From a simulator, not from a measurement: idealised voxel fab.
process module | voxel transistor to metal
cross-section cut | 275 nm wide | cells 5 nm
A cross-section is a grid of square cells, given in bands from the top down. A band is one or more rows of cells.
Each band's line starts with the height of the band's top and of its bottom, in nm. Then come its materials from left to right, each with its width in nm. One material with "throughout" fills the band from edge to edge. "air" is empty space.
Height 0 is the level under which the wafer as received is all one material. The lowest band goes on downwards, as in "0 down".
A width such as "30 to 40" changes by the same amount from each row of cells to the next, from the band's top row to its bottom row.
"no change" after a step means that no cell of the cross-section changed.
closed voids: empty space of 8 cells or more with no open way to the top, each as width x height at its distance from the left edge, in nm
after a step's settings: what the simulator itself notes on the step
overlay nm, on a step with a mask: how far to the right of its planned place the mask lay; to the left if negative
plan
1 op RECEIVE | material Si
2 op CONFORMAL_DEP | material SiO2 | thk nm 5
3 op CONFORMAL_DEP | material SiN | thk nm 10
4 op DIRECTIONAL_DEP | material aC | thk nm 15
5 op PATTERN | tone cover | mask id ACTIVE | material resist | width nm 85 | pitch nm 110 | thk nm 35 | overlay nm 0
6 op DIRECTIONAL_ETCH | etch materials aC | depth nm 15
7 op STRIP | etch materials resist
8 op DIRECTIONAL_ETCH | etch materials SiN | depth nm 10
9 op DIRECTIONAL_ETCH | etch materials SiO2 | depth nm 5
10 op DIRECTIONAL_ETCH | etch materials Si | depth nm 25
11 op STRIP | etch materials aC
12 op FILL_DEP | material SiO2 | thk nm 5
13 op CMP | height nm 15
14 op SELECTIVE_ETCH | etch materials SiO2 | depth nm 5
15 op STRIP | etch materials SiN
16 op SELECTIVE_ETCH | etch materials SiO2 | depth nm 5
17 op OXIDIZE | depth nm 5
18 op DIRECTIONAL_DEP | material polySi | thk nm 30
19 op DIRECTIONAL_DEP | material SiCN | thk nm 10
20 op MASKED_ETCH | tone cover | mask id GATE | width nm 15 | pitch nm 110 | etch materials SiCN | depth nm 20 | overlay nm 0
21 op MASKED_ETCH | tone cover | mask id GATE | width nm 15 | pitch nm 110 | etch materials polySi | depth nm 40 | overlay nm 0
22 op CONFORMAL_DEP | material SiN | thk nm 10
23 op DIRECTIONAL_ETCH | etch materials SiN | depth nm 10
24 op DIRECTIONAL_ETCH | etch materials SiO2 | depth nm 5
25 op DIRECTIONAL_ETCH | etch materials Si | depth nm 15
26 op EPI | material nSi | thk nm 20
27 op FILL_DEP | material SiO2 | thk nm 10
28 op CMP | height nm 40
29 op DIRECTIONAL_DEP | material SiO2 | thk nm 15
30 op PATTERN | tone open | mask id CONTACT | material resist | width nm 25 | thk nm 20 | overlay nm 0
31 op DIRECTIONAL_ETCH | etch materials SiO2 | depth nm 40
32 op STRIP | etch materials resist
33 op CONFORMAL_DEP | material TiN | thk nm 5
34 op FILL_DEP | material W | thk nm 5
35 op CMP | height nm 55
36 op DIRECTIONAL_DEP | material TiN | thk nm 5
37 op DIRECTIONAL_DEP | material Ru | thk nm 25
38 op MASKED_ETCH | tone cover | mask id METAL_1 | width nm 15 | etch materials Ru | depth nm 25 | overlay nm 0
39 op MASKED_ETCH | tone cover | mask id METAL_1 | width nm 15 | etch materials TiN | depth nm 5 | overlay nm 0
40 op CONFORMAL_DEP | material SiCN | thk nm 5
41 op FILL_DEP | material SiO2 | thk nm 5
42 op CMP | height nm 85
43 op CONFORMAL_DEP | material SiCN | thk nm 5
44 op DIRECTIONAL_DEP | material SiO2 | thk nm 30
45 op DIRECTIONAL_DEP | material aC | thk nm 15
46 op PATTERN | tone open | mask id METAL_2 | material resist | width nm 15 | pitch nm 110 | thk nm 30 | overlay nm 0
47 op DIRECTIONAL_ETCH | etch materials aC | depth nm 15
48 op STRIP | etch materials resist
49 op DIRECTIONAL_ETCH | etch materials SiO2 | depth nm 15
50 op STRIP | etch materials aC
51 op DIRECTIONAL_DEP | material aC | thk nm 15
52 op PATTERN | tone open | mask id METAL_2_HOLES | material resist | width nm 15 | pitch nm 110 | thk nm 35 | overlay nm 0
53 op DIRECTIONAL_ETCH | etch materials aC | depth nm 15
54 op STRIP | etch materials resist
55 op DIRECTIONAL_ETCH | etch materials SiO2 | depth nm 15
56 op DIRECTIONAL_ETCH | etch materials SiCN | depth nm 5
57 op STRIP | etch materials aC
58 op CONFORMAL_DEP | material TiN | thk nm 5
59 op FILL_DEP | material Ru | thk nm 5
60 op CMP | height nm 120
61 op CONFORMAL_DEP | material SiCN | thk nm 5
as received, after step 1
  0 down: Si throughout
  closed voids: none
first wafer at the end, as planned
  125 to 120: SiCN throughout
  120 to 90: SiO2 45 | TiN 5 | Ru 5 | TiN 5 | SiO2 95 | TiN 5 | Ru 5 | TiN 5 | SiO2 105
  90 to 85: SiCN 45 | TiN 15 | SiCN 95 | TiN 15 | SiCN 105
  85 to 60: SiO2 40 | SiCN 5 | Ru 15 | SiCN 5 | SiO2 35 | SiCN 5 | Ru 15 | SiCN 5 | SiO2 25 | SiCN 5 | Ru 15 | SiCN 5 | SiO2 35 | SiCN 5 | Ru 15 | SiCN 5 | SiO2 40
  60 to 55: SiCN 45 | TiN 15 | SiCN 45 | TiN 15 | SiCN 35 | TiN 15 | SiCN 45 | TiN 15 | SiCN 45
  55 to 45: SiO2 45 | TiN 5 | W 15 | TiN 5 | SiO2 25 | TiN 5 | W 15 | TiN 5 | SiO2 35 | TiN 5 | W 15 | TiN 5 | SiO2 25 | TiN 5 | W 15 | TiN 5 | SiO2 45
  45 to 40: SiO2 45 | TiN 5 | W 10 | TiN 10 | SiO2 25 | TiN 10 | W 10 | TiN 5 | SiO2 35 | TiN 5 | W 10 | TiN 10 | SiO2 25 | TiN 10 | W 10 | TiN 5 | SiO2 45
  40 to 30: SiO2 45 | TiN 5 | W 10 | TiN 5 | SiN 10 | SiCN 15 | SiN 10 | TiN 5 | W 10 | TiN 5 | SiO2 35 | TiN 5 | W 10 | TiN 5 | SiN 10 | SiCN 15 | SiN 10 | TiN 5 | W 10 | TiN 5 | SiO2 45
  30 to 20: SiO2 45 | TiN 5 | W 10 | TiN 5 | SiN 10 | polySi 15 | SiN 10 | TiN 5 | W 10 | TiN 5 | SiO2 35 | TiN 5 | W 10 | TiN 5 | SiN 10 | polySi 15 | SiN 10 | TiN 5 | W 10 | TiN 5 | SiO2 45
  20 to 15: SiO2 45 | TiN 20 | SiN 10 | polySi 15 | SiN 10 | TiN 20 | SiO2 35 | TiN 20 | SiN 10 | polySi 15 | SiN 10 | TiN 20 | SiO2 45
  15 to 5: SiO2 35 | nSi 30 | SiN 10 | polySi 15 | SiN 10 | nSi 30 | SiO2 15 | nSi 30 | SiN 10 | polySi 15 | SiN 10 | nSi 30 | SiO2 35
  5 to 0: SiO2 35 | SiN 10 | nSi 20 | SiN 10 | polySi 15 | SiN 10 | nSi 20 | SiN 10 | SiO2 15 | SiN 10 | nSi 20 | SiN 10 | polySi 15 | SiN 10 | nSi 20 | SiN 10 | SiO2 35
  0 to -5: SiO2 45 | nSi 20 | SiO2 35 | nSi 20 | SiO2 35 | nSi 20 | SiO2 35 | nSi 20 | SiO2 45
  -5 to -20: SiO2 40 | Si 5 | nSi 20 | Si 35 | nSi 20 | Si 5 | SiO2 25 | Si 5 | nSi 20 | Si 35 | nSi 20 | Si 5 | SiO2 40
  -20 to -25: SiO2 40 | Si 85 | SiO2 25 | Si 85 | SiO2 40
  -25 down: Si throughout
  closed voids: none
second wafer at the end: like start, like plan, one mistake
  125 to 120: SiCN throughout
  120 to 90: SiO2 45 | TiN 5 | Ru 5 | TiN 5 | SiO2 95 | TiN 5 | Ru 5 | TiN 5 | SiO2 105
  90 to 85: SiCN 45 | TiN 15 | SiCN 95 | TiN 15 | SiCN 105
  85 to 60: SiO2 40 | SiCN 5 | Ru 15 | SiCN 5 | SiO2 35 | SiCN 5 | Ru 15 | SiCN 5 | SiO2 25 | SiCN 5 | Ru 15 | SiCN 5 | SiO2 35 | SiCN 5 | Ru 15 | SiCN 5 | SiO2 40
  60 to 55: SiCN 45 | TiN 15 | SiCN 45 | TiN 15 | SiCN 35 | TiN 15 | SiCN 45 | TiN 15 | SiCN 45
  55 to 45: SiO2 45 | TiN 5 | W 15 | TiN 5 | SiO2 25 | TiN 5 | W 15 | TiN 5 | SiO2 35 | TiN 5 | W 15 | TiN 5 | SiO2 25 | TiN 5 | W 15 | TiN 5 | SiO2 45
  45 to 40: SiO2 45 | TiN 5 | W 10 | TiN 10 | SiO2 25 | TiN 10 | W 10 | TiN 5 | SiO2 35 | TiN 5 | W 10 | TiN 10 | SiO2 25 | TiN 10 | W 10 | TiN 5 | SiO2 45
  40 to 30: SiO2 45 | TiN 5 | W 10 | TiN 5 | SiN 10 | SiCN 15 | SiN 10 | TiN 5 | W 10 | TiN 5 | SiO2 35 | TiN 5 | W 10 | TiN 5 | SiN 10 | SiCN 15 | SiN 10 | TiN 5 | W 10 | TiN 5 | SiO2 45
  30 to 20: SiO2 45 | TiN 5 | W 10 | TiN 5 | SiN 10 | polySi 15 | SiN 10 | TiN 5 | W 10 | TiN 5 | SiO2 35 | TiN 5 | W 10 | TiN 5 | SiN 10 | polySi 15 | SiN 10 | TiN 5 | W 10 | TiN 5 | SiO2 45
  20 to 15: SiO2 45 | TiN 20 | SiN 10 | polySi 15 | SiN 10 | TiN 20 | SiO2 35 | TiN 20 | SiN 10 | polySi 15 | SiN 10 | TiN 20 | SiO2 45
  15 to 5: SiO2 45 to 40 | nSi 20 to 25 | SiN 10 | polySi 15 | SiN 10 | nSi 20 to 25 | SiO2 35 to 25 | nSi 20 to 25 | SiN 10 | polySi 15 | SiN 10 | nSi 20 to 25 | SiO2 45 to 40
  5 to 0: SiO2 35 | SiN 10 | nSi 20 | SiN 10 | polySi 15 | SiN 10 | nSi 20 | SiN 10 | SiO2 15 | SiN 10 | nSi 20 | SiN 10 | polySi 15 | SiN 10 | nSi 20 | SiN 10 | SiO2 35
  0 to -5: SiO2 35 | SiN 5 | SiO2 5 | nSi 20 | SiO2 35 | nSi 20 | SiO2 5 | SiN 5 | SiO2 15 | SiN 5 | SiO2 5 | nSi 20 | SiO2 35 | nSi 20 | SiO2 5 | SiN 5 | SiO2 35
  -5 to -10: SiO2 45 | nSi 20 | Si 35 | nSi 20 | SiO2 35 | nSi 20 | Si 35 | nSi 20 | SiO2 45
  -10 to -20: SiO2 40 | Si 5 | nSi 20 | Si 35 | nSi 20 | Si 5 | SiO2 25 | Si 5 | nSi 20 | Si 35 | nSi 20 | Si 5 | SiO2 40
  -20 to -25: SiO2 40 | Si 85 | SiO2 25 | Si 85 | SiO2 40
  -25 down: Si throughout
  closed voids: none
what went wrong: step 2 was left out
at the end the second wafer has, in cells: 4 fewer of Si | 4 more of SiN | 12 more of SiO2 | 12 fewer of nSi
